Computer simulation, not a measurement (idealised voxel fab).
The process module presented herein is designated voxel self aligned vias.
The cross-section on display is named cut; it measures 260 nm wide, and its cells are 5 nm squares.
Format of a cross-section: grid, square cells. Given as bands. Order: top down. Band: one or more rows of cells. Top, bottom (nm), then materials left to right with widths (nm); lone material tagged "everywhere" fills the whole band edge to edge; "air" = empty space. Where do heights start? At 0: under that level the wafer as delivered is made of one material only. And the lowest band has no floor; it just carries on downward, as in "0 down". Per-row width for "30->40": begins at first number (top row of band), ends at second number (bottom row), increment between rows held constant. Step marked "nothing got changed"? Then no cell in the cross-section changed in it. Closed-off voids of 8+ cells (no open route to the top) go in "Closed internal cavities", written width x height at distance from the left edge, in nm. Text after the settings on a step's line: the simulator's own remark on that step. "overlay nm" answers the question of how far to the right of plan the mask lay on a step that has a mask, and when it is negative the answer is to the left.

## The steps planned for the process are as follows
1) RECEIVE | material Si
2) CONFORMAL_DEP | material SiO2 | thk nm 10
3) CONFORMAL_DEP | material SiCN | thk nm 5
4) DIRECTIONAL_DEP | material lowk | thk nm 30
5) MASKED_ETCH | tone open | mask id LINES | width nm 25 | pitch nm 60 | etch materials lowk | depth nm 30 | overlay nm 0
6) CONFORMAL_DEP | material TiN | thk nm 5
7) FILL_DEP | material Ru | thk nm 10
8) CMP | height nm 45
9) SELECTIVE_ETCH | etch materials W Ru TiN | depth nm 5
10) FILL_DEP | material SiN | thk nm 5
11) CMP | height nm 45
12) DIRECTIONAL_DEP | material lowk | thk nm 15
13) PATTERN | tone open | mask id VIAS | material resist | width nm 35 | pitch nm 60 | thk nm 15 | overlay nm -15
14) DIRECTIONAL_ETCH | etch materials lowk | depth nm 15
15) DIRECTIONAL_ETCH | etch materials SiN | depth nm 5
16) STRIP | etch materials resist
17) CONFORMAL_DEP | material TiN | thk nm 5
18) FILL_DEP | material Cu | thk nm 10
19) CMP | height nm 60
20) CONFORMAL_DEP | material SiCN | thk nm 5
What sets these wafers apart? The overlay nm at step 13. They all start alike, and the plan carries the first wafer's value.

## First wafer of several, as received: cross-section after step 1
0 down = Si everywhere
Closed internal cavities: none

## wafer rows; end of module; cells per material since receipt: (+) gained, (-) lost; then closed voids
overlay nm -15, +33 Cu, +36 Ru, +104 SiCN, +6 SiN, +104 SiO2, +78 TiN, +315 lowk, Closed internal cavities: none
overlay nm -10, +36 Cu, +36 Ru, +104 SiCN, +3 SiN, +104 SiO2, +78 TiN, +315 lowk, Closed internal cavities: none
overlay nm -5, +39 Cu, +36 Ru, +104 SiCN, +104 SiO2, +78 TiN, +315 lowk, Closed internal cavities: none
overlay nm 0, +39 Cu, +36 Ru, +104 SiCN, +104 SiO2, +78 TiN, +315 lowk, Closed internal cavities: none
overlay nm 5, +39 Cu, +36 Ru, +104 SiCN, +104 SiO2, +78 TiN, +315 lowk, Closed internal cavities: none
overlay nm 10, +36 Cu, +36 Ru, +104 SiCN, +3 SiN, +104 SiO2, +78 TiN, +315 lowk, Closed internal cavities: none
overlay nm 15, +33 Cu, +36 Ru, +104 SiCN, +6 SiN, +104 SiO2, +78 TiN, +315 lowk, Closed internal cavities: none
